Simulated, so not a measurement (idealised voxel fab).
Process module under the name voxel released beams
Displayed cross-section: cut, width of 165 nm, square cells sized 5 nm.
Think of the cross-section as a grid of square cells. We describe it in bands, top to bottom, and each band covers one or more rows of those cells.
For a band, the entry starts with two heights in nm, that of the top and then that of the bottom, and carries on with the band's materials in order from left to right, each alongside its width in nm; the word "throughout" beside a single material means it fills the band edge to edge, and "blank" means empty space.
Measure heights from 0. That's the level where, below it, the as-received wafer is all one material. The lowest band is bottomless and extends downward; write it as in "0 -> down".
A width given as "30->40" starts at the first number in the band's top row and ends at the second number in its bottom row, shifting by an equal amount at every step from row to row.
Basically "no alteration" means that step didn't change any cell in the cross-section.
"Voids lacking openings": sealed empty spaces, 8 cells or more, no open way to top, listed width x height at distance, with distance from the left edge and width, height and distance in nm.
On each step's line, the part that comes after the settings is the simulator's own comment on the step.
You can add "overlay nm" to a step's line. For a step with a mask, it describes how far the mask lay to the right of its planned position, and a negative number describes a lay to the left.
Steps in the process plan:
1. RECEIVE: material Si
2. CONFORMAL_DEP: material SiN, thk nm 10
3. DIRECTIONAL_DEP: material SiO2, thk nm 15
4. PATTERN: tone open, mask id ANCHOR, material resist, width nm 30, thk nm 15, overlay nm 0
5. DIRECTIONAL_ETCH: etch materials SiO2, depth nm 15
6. STRIP: etch materials resist
7. CONFORMAL_DEP: material W, thk nm 15
8. DIRECTIONAL_DEP: material aC, thk nm 10
9. PATTERN: tone cover, mask id BEAM, material resist, width nm 110, thk nm 30, overlay nm 0
10. DIRECTIONAL_ETCH: etch materials aC, depth nm 10
11. STRIP: etch materials resist
12. DIRECTIONAL_ETCH: etch materials W, depth nm 15
13. STRIP: etch materials aC
14. STRIP: etch materials SiO2
All wafers enter the flow in the same state. The width nm at step 4 differs from wafer to wafer, and the plan gives the value for the first wafer.
As-received cross-section, first of several wafers, post step 1:
* 0 -> down: Si throughout
* Voids lacking openings: none
Table: wafers, a row each; end-of-module cell change per material since receipt, gain (+), loss (-); then closed voids:
width nm 30, +66 SiN, +84 W, Voids lacking openings: none
width nm 35, +66 SiN, +84 W, Voids lacking openings: none
width nm 40, +66 SiN, +84 W, Voids lacking openings: none
width nm 45, +66 SiN, +84 W, Voids lacking openings: none
width nm 50, +66 SiN, +84 W, Voids lacking openings: none
width nm 55, +66 SiN, +84 W, Voids lacking openings: none
